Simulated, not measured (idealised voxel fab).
Module name: voxel fin reveal (process module)
This is section cut - it's 170 nm across, gridded in 5 nm square cells.
Think of the cross-section as a grid of square cells. We describe it in bands, top to bottom, and each band covers one or more rows of those cells.
It is stipulated that each band's entry specify, in nanometres, the height of the top of the band and then that of its bottom, followed by the materials of the band in left-to-right sequence, each together with its width in nanometres. A single material marked by the word "everywhere" is understood to fill the band from edge to edge; the word "empty" is understood to denote empty space.
Where do heights start? At 0: under that level the wafer as delivered is made of one material only. And the lowest band has no floor; it just carries on downward, as in "0 -> down".
Top row gets the first number, bottom row gets the second, and each row in between changes by the same step: that is how a band width like "30 to 40" works.
Basically "nothing different" means that step didn't change any cell in the cross-section.
This entry, "Entrapped void list", enumerates those empty regions of no fewer than 8 cells that possess no open connection to the top. Each region is reported in the form width x height at distance, the distance being taken from the left edge, with all three quantities expressed in nm.
Read whatever lies past the settings on a step's line as the simulator's own remark about the step.
overlay nm: right-of-plan distance of the mask on a masked step; negative values mean left-of-plan.

[Listed below are the process steps as planned]
1) op RECEIVE | material Si
2) op CONFORMAL_DEP | material SiN | thk nm 5
3) op MASKED_ETCH | tone cover | mask id FINS | width nm 15 | pitch nm 35 | etch materials SiN | depth nm 5 | overlay nm 0
4) op MASKED_ETCH | tone cover | mask id FINS | width nm 15 | pitch nm 35 | etch materials Si | depth nm 30 | overlay nm 0
5) op OXIDIZE | depth nm 5
6) op FILL_DEP | material SiO2 | thk nm 5
7) op CMP | height nm 5
8) op SELECTIVE_ETCH | etch materials SiO2 | depth nm 20
9) op STRIP | etch materials SiN
10) op CONFORMAL_DEP | material SiO2 | thk nm 5

[First of two wafers: run as planned]

[Wafer as received: cross-section following step 1]
* 0 -> down: Si everywhere
* Entrapped void list: none

[After step 2, in cross-section]
* 5 -> 0: SiN everywhere
* Under the height 0 nothing was changed.

[After step 3, in cross-section]
* 5 -> 0: 25 of empty; 15 of SiN; 20 of empty; 15 of SiN; 20 of empty; 15 of SiN; 20 of empty; 15 of SiN; 25 of empty
* Under the height 0 nothing was changed.

[After step 4, in cross-section]
* 5 -> 0: 25 of empty; 15 of SiN; 20 of empty; 15 of SiN; 20 of empty; 15 of SiN; 20 of empty; 15 of SiN; 25 of empty
* 0 -> -30: 25 of empty; 15 of Si; 20 of empty; 15 of Si; 20 of empty; 15 of Si; 20 of empty; 15 of Si; 25 of empty
* Under the height -30 nothing was changed.

[After step 5, in cross-section]
* 5 -> 0: 25 of empty; 15 of SiN; 20 of empty; 15 of SiN; 20 of empty; 15 of SiN; 20 of empty; 15 of SiN; 25 of empty
* 0 -> -30: 25 of empty; 5 of SiO2; 5 of Si; 5 of SiO2; 20 of empty; 5 of SiO2; 5 of Si; 5 of SiO2; 20 of empty; 5 of SiO2; 5 of Si; 5 of SiO2; 20 of empty; 5 of SiO2; 5 of Si; 5 of SiO2; 25 of empty
* -30 -> -35: 30 of SiO2; 5 of Si; 30 of SiO2; 5 of Si; 30 of SiO2; 5 of Si; 30 of SiO2; 5 of Si; 30 of SiO2
* Under the height -35 nothing was changed.

[After step 6, in cross-section]
* 10 -> 5: SiO2 everywhere
* 5 -> 0: 25 of SiO2; 15 of SiN; 20 of SiO2; 15 of SiN; 20 of SiO2; 15 of SiN; 20 of SiO2; 15 of SiN; 25 of SiO2
* 0 -> -35: 30 of SiO2; 5 of Si; 30 of SiO2; 5 of Si; 30 of SiO2; 5 of Si; 30 of SiO2; 5 of Si; 30 of SiO2
* Under the height -35 nothing was changed.

[After step 7, in cross-section]
* 5 -> 0: 25 of SiO2; 15 of SiN; 20 of SiO2; 15 of SiN; 20 of SiO2; 15 of SiN; 20 of SiO2; 15 of SiN; 25 of SiO2
* Under the height 0 nothing was changed.

[After step 8, in cross-section]
* 5 -> 0: 25 of empty; 15 of SiN; 20 of empty; 15 of SiN; 20 of empty; 15 of SiN; 20 of empty; 15 of SiN; 25 of empty
* 0 -> -15: 30 of empty; 5 of Si; 30 of empty; 5 of Si; 30 of empty; 5 of Si; 30 of empty; 5 of Si; 30 of empty
* Under the height -15 nothing was changed.

[After step 9, in cross-section]
* 0 -> -15: 30 of empty; 5 of Si; 30 of empty; 5 of Si; 30 of empty; 5 of Si; 30 of empty; 5 of Si; 30 of empty
* Under the height -15 nothing was changed.

[After step 10, in cross-section]
* 5 -> 0: 25 of empty; 15 of SiO2; 20 of empty; 15 of SiO2; 20 of empty; 15 of SiO2; 20 of empty; 15 of SiO2; 25 of empty
* 0 -> -10: 25 of empty; 5 of SiO2; 5 of Si; 5 of SiO2; 20 of empty; 5 of SiO2; 5 of Si; 5 of SiO2; 20 of empty; 5 of SiO2; 5 of Si; 5 of SiO2; 20 of empty; 5 of SiO2; 5 of Si; 5 of SiO2; 25 of empty
* -10 -> -35: 30 of SiO2; 5 of Si; 30 of SiO2; 5 of Si; 30 of SiO2; 5 of Si; 30 of SiO2; 5 of Si; 30 of SiO2
* Under the height -35 nothing was changed.

[Wafer two of two - same starting point, same process plan, one mistake in execution; matches wafer one up to and including step 7]

[Cross-sectional representation of the second wafer at the time designated in the plan for the completion of step 8]
* 5 -> 0: 25 of empty; 15 of SiN; 20 of empty; 15 of SiN; 20 of empty; 15 of SiN; 20 of empty; 15 of SiN; 25 of empty
* 0 -> -35: 30 of empty; 5 of Si; 30 of empty; 5 of Si; 30 of empty; 5 of Si; 30 of empty; 5 of Si; 30 of empty
* Under the height -35 nothing was changed.

[Cross-sectional representation of the second wafer at the time designated in the plan for the completion of step 9]
* 0 -> -35: 30 of empty; 5 of Si; 30 of empty; 5 of Si; 30 of empty; 5 of Si; 30 of empty; 5 of Si; 30 of empty
* Under the height -35 nothing was changed.

[Cross-sectional representation of the second wafer at the time designated in the plan for the completion of step 10]
* 5 -> 0: 25 of empty; 15 of SiO2; 20 of empty; 15 of SiO2; 20 of empty; 15 of SiO2; 20 of empty; 15 of SiO2; 25 of empty
* 0 -> -30: 25 of empty; 5 of SiO2; 5 of Si; 5 of SiO2; 20 of empty; 5 of SiO2; 5 of Si; 5 of SiO2; 20 of empty; 5 of SiO2; 5 of Si; 5 of SiO2; 20 of empty; 5 of SiO2; 5 of Si; 5 of SiO2; 25 of empty
* -30 -> -35: 30 of SiO2; 5 of Si; 30 of SiO2; 5 of Si; 30 of SiO2; 5 of Si; 30 of SiO2; 5 of Si; 30 of SiO2
* Under the height -35 nothing was changed.
Deviation noted in wafer processing: step 8, plan: ran twice
The closing comparison, in cells, has the second wafer with more or fewer of some materials than the first: 88 fewer of SiO2
